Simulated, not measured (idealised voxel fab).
process module | voxel tone inversion
145 nm wide, 5 nm square cells: that's cross-section cut.
A cross-section is written here as square cells arranged in a grid, and it is given in bands from the top down, each band taking up one or more rows of cells. This entry defines a band. It first specifies the height of the band's top and the height of its bottom in nm, and then specifies the band's materials from left to right, stating each material with its width in nm. The word "all across" identifies a single material that fills the band from edge to edge, while the word "air" identifies empty space. All heights in this document are referenced to 0, defined as the level beneath which the wafer, as received, consists entirely of one material. The lowest band is not bounded below; it extends indefinitely downward and is written in the form "0 nm and below". A width such as "30 to 40" changes by the same amount from each row of cells to the next, from the band's top row to its bottom row. Any step labelled "left unchanged" changed none of the cells in the cross-section. "Fully closed voids" contains a list of empty spaces, each no smaller than 8 cells and without an open way to the top, written in the form width x height at distance with the distance from the left edge and all three in nm. Whatever follows a step's settings on its line is a remark the simulator itself makes about that step. You can add "overlay nm" to a step's line. For a step with a mask, it describes how far the mask lay to the right of its planned position, and a negative number describes a lay to the left.

-- The process steps that were planned are listed below
step 1: RECEIVE | material Si
step 2: CONFORMAL_DEP | material SiN | thk nm 5
step 3: DIRECTIONAL_DEP | material aC | thk nm 25
step 4: PATTERN | tone cover | mask id POSTS | material resist | width nm 15 | pitch nm 35 | thk nm 30 | overlay nm 0
step 5: DIRECTIONAL_ETCH | etch materials aC | depth nm 25
step 6: STRIP | etch materials resist
step 7: FILL_DEP | material lowk | thk nm 5
step 8: CMP | height nm 30
step 9: STRIP | etch materials aC
step 10: CONFORMAL_DEP | material TiN | thk nm 5
step 11: FILL_DEP | material W | thk nm 5
step 12: CMP | height nm 30
step 13: CONFORMAL_DEP | material SiN | thk nm 5

-- As-received wafer cross-section (after step 1)
0 nm and below = Si all across
Fully closed voids: none

-- Sectioned view, first of two wafers, at the close of the module, processed as intended in the plan
35 nm to 30 nm = SiN all across
30 nm to 10 nm = lowk=30 / TiN=5 / W=5 / TiN=5 / lowk=20 / TiN=5 / W=5 / TiN=5 / lowk=20 / TiN=5 / W=5 / TiN=5 / lowk=30
10 nm to 5 nm = lowk=30 / TiN=15 / lowk=20 / TiN=15 / lowk=20 / TiN=15 / lowk=30
5 nm to 0 nm = SiN all across
0 nm and below = Si all across
Fully closed voids: none

-- Cross-sectional view of the second of two wafers upon completion of the module. This wafer shared its starting condition and process plan with the first; one error was made during its execution
35 nm to 30 nm = SiN all across
30 nm to 10 nm = lowk=30 / TiN=5 / W=10 / TiN=5 / lowk=15 / TiN=5 / W=10 / TiN=5 / lowk=15 / TiN=5 / W=10 / TiN=5 / lowk=25
10 nm to 5 nm = lowk=30 / TiN=20 / lowk=15 / TiN=20 / lowk=15 / TiN=20 / lowk=25
5 nm to 0 nm = SiN all across
0 nm and below = Si all across
Fully closed voids: none
Want to know what went wrong? step 4 deviated from plan and actually ran as PATTERN | tone cover | mask id POSTS | material resist | width nm 20 | pitch nm 35 | thk nm 30 | overlay nm 0
Materials where the second wafer ends with more or fewer cells than the first: TiN: 3 more | W: 12 more | lowk: 15 fewer
